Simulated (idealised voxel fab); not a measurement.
The process module presented herein is designated voxel self aligned contacts.
Cross-sectional view cut (width: 235 nm; square cell size: 5 nm).
We lay out every cross-section as a grid of square cells and spell it out in bands from the top down, where one band means one or more rows of cells.
Band: top and bottom heights (nm) first, top before bottom; then materials from left to right, widths in nm. "all across" marks a sole material filling the band edge to edge. "blank" denotes empty space.
It should be noted that heights are counted from 0, beneath which the wafer as supplied is of one material throughout, and that the lowest band possesses no lower boundary but continues downward, as written in "0 down".
Think of "30..40" as a width that walks from the first number to the second as you go down the band, top row to bottom row, taking equal-sized steps from row to row.
No cell of the cross-section changed in a step that is given as "stayed the same".
The entry titled "Cavities, closed" provides the empty spaces that have no open way to the top, restricted to those of 8 cells or more. Each is presented as width x height at distance, the distance being measured from the left edge, with all three in nm.
That trailing text on a step's line, after the settings, is the simulator's own remark on the step.
A step line may carry the setting "overlay nm", which, for steps involving a mask, states the distance by which the mask lay to the right of its intended position; negative values denote displacement to the left.
**Here's what the planned process steps look like**
1,op RECEIVE | material Si
2,op CONFORMAL_DEP | material SiO2 | thk nm 5
3,op DIRECTIONAL_DEP | material polySi | thk nm 30
4,op DIRECTIONAL_DEP | material SiN | thk nm 20
5,op DIRECTIONAL_DEP | material aC | thk nm 15
6,op PATTERN | tone cover | mask id GATE | material resist | width nm 25 | pitch nm 60 | thk nm 30 | overlay nm 0
7,op DIRECTIONAL_ETCH | etch materials aC | depth nm 15
8,op STRIP | etch materials resist
9,op DIRECTIONAL_ETCH | etch materials SiN | depth nm 20
10,op DIRECTIONAL_ETCH | etch materials polySi | depth nm 30
11,op STRIP | etch materials aC
12,op CONFORMAL_DEP | material SiN | thk nm 10
13,op DIRECTIONAL_ETCH | etch materials SiN | depth nm 10
14,op FILL_DEP | material SiO2 | thk nm 15
15,op CMP | height nm 65
16,op MASKED_ETCH | tone open | mask id CONTACT | width nm 45 | pitch nm 60 | etch materials SiO2 | depth nm 65 | overlay nm 0
17,op CONFORMAL_DEP | material TiN | thk nm 5
18,op FILL_DEP | material W | thk nm 5
19,op CMP | height nm 65
20,op CONFORMAL_DEP | material SiN | thk nm 5
**As-received state of the wafer in cross-section, equivalent to post-step 1**
* 0 down: Si all across
* Cavities, closed: none
**Figure: cross-sectional view of the wafer upon completion of the module, processed from the initial state and according to the plan depicted above, with one error introduced during execution**
* 70 to 65: SiN all across
* 65 to 60: W: 60, TiN: 5, SiO2: 45, TiN: 5, W: 5, TiN: 5, SiO2: 45, TiN: 5, W: 60
* 60 to 55: W: 30, TiN: 35, SiO2: 45, TiN: 15, SiO2: 45, TiN: 35, W: 30
* 55 to 35: W: 30, TiN: 5, SiN: 45, SiO2: 15, SiN: 45, SiO2: 15, SiN: 45, TiN: 5, W: 30
* 35 to 5: W: 30, TiN: 5, SiN: 10, polySi: 25, SiN: 10, SiO2: 15, SiN: 10, polySi: 25, SiN: 10, SiO2: 15, SiN: 10, polySi: 25, SiN: 10, TiN: 5, W: 30
* 5 to 0: TiN: 35, SiO2: 165, TiN: 35
* 0 down: Si all across
* Cavities, closed: none
Deviation noted in wafer processing: it should be noted that step 16 was executed with settings other than those planned, the operation and settings actually applied being op MASKED_ETCH | tone cover | mask id CONTACT | width nm 45 | pitch nm 60 | etch materials SiO2 | depth nm 65 | overlay nm 0
